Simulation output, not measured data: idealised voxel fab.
Presented below is a process module, voxel released beams.
Cross-section cut: width 250 nm, square cells of 5 nm.
When this document writes out a cross-section, it uses a grid of square cells and lists it as bands, beginning at the top and moving down, with a band standing for one or more rows of cells.
Heights first: top, then bottom, in nm. Then materials, left to right, each with a width in nm. "full width" on a single material: fills the band edge to edge. "empty": empty space.
Beneath 0, the wafer as received is one material, and that level is where height counting begins. The lowest band goes on downward without a bottom; it is written like "0 down".
With a width like "30->40", each row of cells in the band differs from the next by the same amount, the top row carrying the first number and the bottom row the second.
Basically "identical to before" means that step didn't change any cell in the cross-section.
Each empty space that has no open way to the top and spans at least 8 cells appears under "Trapped void list" as width x height at distance, the distance counted from the left edge, all in nm.
Text after the settings on a step's line: the simulator's own remark on that step.
overlay nm, on a step with a mask: how far to the right of its planned place the mask lay; to the left if negative
Process steps foreseen in the plan
1) RECEIVE (material Si)
2) CONFORMAL_DEP (material SiN; thk nm 10)
3) DIRECTIONAL_DEP (material SiO2; thk nm 10)
4) PATTERN (tone open; mask id ANCHOR; material resist; width nm 25; thk nm 15; overlay nm 0)
5) DIRECTIONAL_ETCH (etch materials SiO2; depth nm 10)
6) STRIP (etch materials resist)
7) CONFORMAL_DEP (material polySi; thk nm 10)
8) PATTERN (tone cover; mask id BEAM; material resist; width nm 100; thk nm 20; overlay nm 0)
9) DIRECTIONAL_ETCH (etch materials polySi; depth nm 10)
10) STRIP (etch materials resist)
11) STRIP (etch materials SiO2)
Cross-section: wafer on arrival = after step 1
	0 down: Si full width
	Trapped void list: none
Looking at the first of two wafers in cross-section at end of module - ran to plan
	30 to 20: empty=70; polySi=15; empty=5; polySi=80; empty=80
	20 to 10: empty=75; polySi=25; empty=150
	10 to 0: SiN full width
	0 down: Si full width
	Trapped void list: none
Cross-sectional image of the second wafer of the two following completion of the module. Starting state and process plan were the same as for the first wafer; one execution error occurred
	25 to 20: empty=70; polySi=15; empty=5; polySi=80; empty=80
	20 to 10: empty=70->75; polySi=100->25; empty=80->150
	10 to 0: SiN full width
	0 down: Si full width
	Trapped void list: none
Against the plan, the run slipped here: step 3 ran differently from the plan; actual operation with settings: DIRECTIONAL_DEP (material SiO2; thk nm 5)
Bottom line after processing is that, in cells, the second wafer is up or down on some materials versus the first: 4 fewer of polySi
